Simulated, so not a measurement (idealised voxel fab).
process module | voxel ribs on slabs
cross-section cut | 200 nm wide | cells 5 nm
A cross-section is a grid of square cells, given in bands from the top down. A band is one or more rows of cells.
Each band's line starts with the height of the band's top and of its bottom, in nm. Then come its materials from left to right, each with its width in nm. One material with "throughout" fills the band from edge to edge. "air" is empty space.
Height 0 is the level under which the wafer as received is all one material. The lowest band goes on downwards, as in "0 down".
A width such as "30 to 40" changes by the same amount from each row of cells to the next, from the band's top row to its bottom row.
"no change" after a step means that no cell of the cross-section changed.
closed voids: empty space of 8 cells or more with no open way to the top, each as width x height at its distance from the left edge, in nm
after a step's settings: what the simulator itself notes on the step
overlay nm, on a step with a mask: how far to the right of its planned place the mask lay; to the left if negative
plan
1 op RECEIVE | material Si
2 op DIRECTIONAL_DEP | material SiO2 | thk nm 25
3 op DIRECTIONAL_DEP | material polySi | thk nm 25
4 op PATTERN | tone cover | mask id RIB | material resist | width nm 15 | thk nm 15 | overlay nm 0
5 op DIRECTIONAL_ETCH | etch materials polySi | depth nm 15
6 op STRIP | etch materials resist
7 op PATTERN | tone cover | mask id SLAB | material resist | width nm 45 | thk nm 20 | overlay nm 0
8 op DIRECTIONAL_ETCH | etch materials polySi | depth nm 10
9 op STRIP | etch materials resist
10 op FILL_DEP | material SiO2 | thk nm 25
11 op CMP | height nm 70
12 op DIRECTIONAL_DEP | material W | thk nm 5
13 op DIRECTIONAL_DEP | material aC | thk nm 10
14 op PATTERN | tone cover | mask id HEATER | material resist | width nm 25 | thk nm 25 | overlay nm 0
15 op DIRECTIONAL_ETCH | etch materials aC | depth nm 10
16 op STRIP | etch materials resist
17 op DIRECTIONAL_ETCH | etch materials W | depth nm 5
18 op STRIP | etch materials aC
19 op CONFORMAL_DEP | material SiN | thk nm 5
as received, after step 1
  0 down: Si throughout
  closed voids: none
first wafer at the end, as planned
  80 to 75: air 80 | SiN 35 | air 85
  75 to 70: SiN 85 | W 25 | SiN 90
  70 to 50: SiO2 throughout
  50 to 35: SiO2 90 | polySi 15 | SiO2 95
  35 to 25: SiO2 75 | polySi 45 | SiO2 80
  25 to 0: SiO2 throughout
  0 down: Si throughout
  closed voids: none
second wafer at the end: like start, like plan, one mistake
  90 to 85: air 70 | SiN 55 | air 75
  85 to 75: SiN throughout
  75 to 70: SiN 85 | W 25 | SiN 90
  70 to 50: SiO2 throughout
  50 to 35: SiO2 90 | polySi 15 | SiO2 95
  35 to 25: SiO2 75 | polySi 45 | SiO2 80
  25 to 0: SiO2 throughout
  0 down: Si throughout
  closed voids: none
what went wrong: step 19 ran as: op CONFORMAL_DEP | material SiN | thk nm 15
at the end the second wafer has, in cells: 84 more of SiN
